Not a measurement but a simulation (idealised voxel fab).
The following process module bears the name voxel gate over fins.
Section cut is 215 nm wide and gridded with 5 nm square cells.
A cross-section is written here as square cells arranged in a grid, and it is given in bands from the top down, each band taking up one or more rows of cells. Top, bottom (nm), then materials left to right with widths (nm); lone material tagged "everywhere" fills the whole band edge to edge; "air" = empty space. For the purposes of this specification, 0 denotes the height below which the wafer in its as-received condition is composed wholly of one material, and the lowermost band, lacking a lower limit, extends downward without end, as expressed in "0 -> down". Note: "30..40" means the width goes from the first number (top row of the band) to the second number (bottom row) in equal steps per row of cells. Any step labelled "nothing changed" changed none of the cells in the cross-section. Closed empty spaces (no open way to the top) of 8 cells or more are what "Closed internal cavities" lists, each as width x height at distance from the left edge, nm for all three. What comes after the settings on a step's line is commentary from the simulator itself on that step. The optional step-line setting "overlay nm" applies to steps with a mask and quantifies how far to the right of its planned location the mask lay, a negative value indicating leftward placement.

[Listed below are the process steps as planned]
1 RECEIVE, material Si
2 CONFORMAL_DEP, material SiN, thk nm 5
3 MASKED_ETCH, tone cover, mask id FINS, width nm 15, pitch nm 40, etch materials SiN, depth nm 5, overlay nm 0
4 MASKED_ETCH, tone cover, mask id FINS, width nm 15, pitch nm 40, etch materials Si, depth nm 35, overlay nm 0
5 FILL_DEP, material SiO2, thk nm 15
6 CMP, height nm 5
7 SELECTIVE_ETCH, etch materials SiO2, depth nm 20
8 STRIP, etch materials SiN
9 CONFORMAL_DEP, material HfO2, thk nm 5
10 CONFORMAL_DEP, material TiN, thk nm 5
11 FILL_DEP, material W, thk nm 15
12 CMP, height nm 20
13 CONFORMAL_DEP, material SiN, thk nm 5

[Delivered wafer in cross-section: state after step 1]
0 -> down = Si everywhere
Closed internal cavities: none

[The first of the two wafers as seen in cross-section once the module was finished; processing followed the plan]
25 -> 20 = SiN everywhere
20 -> 10 = W everywhere
10 -> 5 = W 70, then TiN 35, then W 5, then TiN 35, then W 70
5 -> 0 = W 70, then TiN 5, then HfO2 25, then TiN 5, then W 5, then TiN 5, then HfO2 25, then TiN 5, then W 70
0 -> -5 = W 70, then TiN 5, then HfO2 5, then Si 15, then HfO2 5, then TiN 5, then W 5, then TiN 5, then HfO2 5, then Si 15, then HfO2 5, then TiN 5, then W 70
-5 -> -10 = TiN 75, then HfO2 5, then Si 15, then HfO2 5, then TiN 15, then HfO2 5, then Si 15, then HfO2 5, then TiN 75
-10 -> -15 = HfO2 80, then Si 15, then HfO2 25, then Si 15, then HfO2 80
-15 -> -35 = SiO2 80, then Si 15, then SiO2 25, then Si 15, then SiO2 80
-35 -> down = Si everywhere
Closed internal cavities: none

[Wafer two cross-section, module end. Start and plan unchanged from wafer one; one mistake made during the run]
25 -> 20 = SiN everywhere
20 -> 10 = W everywhere
10 -> 5 = W 70, then TiN 35, then W 5, then TiN 35, then W 70
5 -> 0 = W 70, then TiN 5, then HfO2 25, then TiN 5, then W 5, then TiN 5, then HfO2 25, then TiN 5, then W 70
0 -> -5 = W 70, then TiN 5, then HfO2 5, then Si 15, then HfO2 5, then TiN 5, then W 5, then TiN 5, then HfO2 5, then Si 15, then HfO2 5, then TiN 5, then W 70
-5 -> -10 = TiN 75, then HfO2 5, then Si 15, then HfO2 5, then TiN 15, then HfO2 5, then Si 15, then HfO2 5, then TiN 75
-10 -> -15 = HfO2 80, then Si 15, then HfO2 25, then Si 15, then HfO2 80
-15 -> -70 = SiO2 80, then Si 15, then SiO2 25, then Si 15, then SiO2 80
-70 -> down = Si everywhere
Closed internal cavities: none
The mistake made against the process plan was this: plan step 4 was twice executed
The second wafer ends with more or fewer cells of some materials than the first, per final count: -259 Si; +259 SiO2
